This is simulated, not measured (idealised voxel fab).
Name of the process module below: voxel self aligned contacts
Section cut is 240 nm wide and gridded with 5 nm square cells.
A cross-section is written here as square cells arranged in a grid, and it is given in bands from the top down, each band taking up one or more rows of cells. Band entry format. Leading values: height of top, height of bottom, nm. Remainder: materials in left-to-right order, each with its width in nm. Special words: "throughout" on a single material, which then fills the band edge to edge; "air", empty space. Heights from 0 (as-received wafer is one material below). Bottom band endless downward, as "0 -> down". Top row gets the first number, bottom row gets the second, and each row in between changes by the same step: that is how a band width like "30->40" works. Reading "changes: none" for a step: not a cell of the cross-section changed in it. The entry "Entrapped void list" lists the empty spaces that cover at least 8 cells and have no open path to the top. Each is written as width x height at distance, where the distance is measured from the left edge and all three values are in nm. Past the settings on a step's line: simulator remark, on that step. The "overlay nm" setting may appear on a step's line; for a step that uses a mask, it gives how far to the right of its planned position the mask lay, and a negative value indicates the left.

# So here's the lineup of process steps we planned
1,op RECEIVE | material Si
2,op OXIDIZE | depth nm 5
3,op DIRECTIONAL_DEP | material polySi | thk nm 20
4,op DIRECTIONAL_DEP | material SiN | thk nm 20
5,op DIRECTIONAL_DEP | material aC | thk nm 15
6,op PATTERN | tone cover | mask id GATE | material resist | width nm 30 | pitch nm 70 | thk nm 30 | overlay nm 0
7,op DIRECTIONAL_ETCH | etch materials aC | depth nm 15
8,op STRIP | etch materials resist
9,op DIRECTIONAL_ETCH | etch materials SiN | depth nm 20
10,op DIRECTIONAL_ETCH | etch materials polySi | depth nm 20
11,op STRIP | etch materials aC
12,op CONFORMAL_DEP | material SiN | thk nm 10
13,op DIRECTIONAL_ETCH | etch materials SiN | depth nm 10
14,op FILL_DEP | material SiO2 | thk nm 20
15,op CMP | height nm 50
16,op PATTERN | tone open | mask id CONTACT | material resist | width nm 40 | thk nm 20 | overlay nm 0
17,op DIRECTIONAL_ETCH | etch materials SiO2 | depth nm 55
18,op STRIP | etch materials resist
19,op CONFORMAL_DEP | material TiN | thk nm 5
20,op FILL_DEP | material W | thk nm 10
21,op CMP | height nm 50
22,op CONFORMAL_DEP | material SiCN | thk nm 5
Wafers differ in width nm at step 16; plan lists the first wafer's value; identical starting state.

# Cross-section of the first of several wafers as received (after step 1)
> 0 -> down = Si throughout
> Entrapped void list: none

# The figure below presents a cross-section of the first of several wafers at the conclusion of the module, following its last step, step 22
> 55 -> 50 = SiCN throughout
> 50 -> 40 = SiO2 (100) | TiN (5->15) | W (30->10) | TiN (5->15) | SiO2 (100)
> 40 -> 20 = SiO2 (60) | SiN (50) | TiN (5) | W (10) | TiN (5) | SiN (50) | SiO2 (60)
> 20 -> 0 = SiO2 (60) | SiN (10) | polySi (30) | SiN (10) | TiN (5) | W (10) | TiN (5) | SiN (10) | polySi (30) | SiN (10) | SiO2 (60)
> 0 -> -5 = SiO2 (110) | TiN (20) | SiO2 (110)
> -5 -> down = Si throughout
> Entrapped void list: none

# Last wafer, end of module, cross-section
> 55 -> 50 = SiCN throughout
> 50 -> 40 = SiO2 (90) | TiN (5->25) | W (55->10) | TiN (5->30) | SiO2 (85)
> 40 -> 20 = SiO2 (60) | SiN (50) | TiN (5) | W (10) | TiN (5) | SiN (50) | SiO2 (60)
> 20 -> 0 = SiO2 (60) | SiN (10) | polySi (30) | SiN (10) | TiN (5) | W (10) | TiN (5) | SiN (10) | polySi (30) | SiN (10) | SiO2 (60)
> 0 -> -5 = SiO2 (110) | TiN (20) | SiO2 (110)
> -5 -> down = Si throughout
> Entrapped void list: none

# wafer rows; end of module; cells per material since receipt: (+) gained, (-) lost; then closed voids
width nm 40; -48 Si; +48 SiCN; +112 SiN; +316 SiO2; +28 TiN; +24 W; +48 polySi; Entrapped void list: none
width nm 45; -48 Si; +48 SiCN; +112 SiN; +314 SiO2; +29 TiN; +25 W; +48 polySi; Entrapped void list: none
width nm 50; -48 Si; +48 SiCN; +112 SiN; +312 SiO2; +30 TiN; +26 W; +48 polySi; Entrapped void list: none
width nm 55; -48 Si; +48 SiCN; +112 SiN; +310 SiO2; +31 TiN; +27 W; +48 polySi; Entrapped void list: none
width nm 60; -48 Si; +48 SiCN; +112 SiN; +308 SiO2; +32 TiN; +28 W; +48 polySi; Entrapped void list: none
width nm 65; -48 Si; +48 SiCN; +112 SiN; +306 SiO2; +33 TiN; +29 W; +48 polySi; Entrapped void list: none
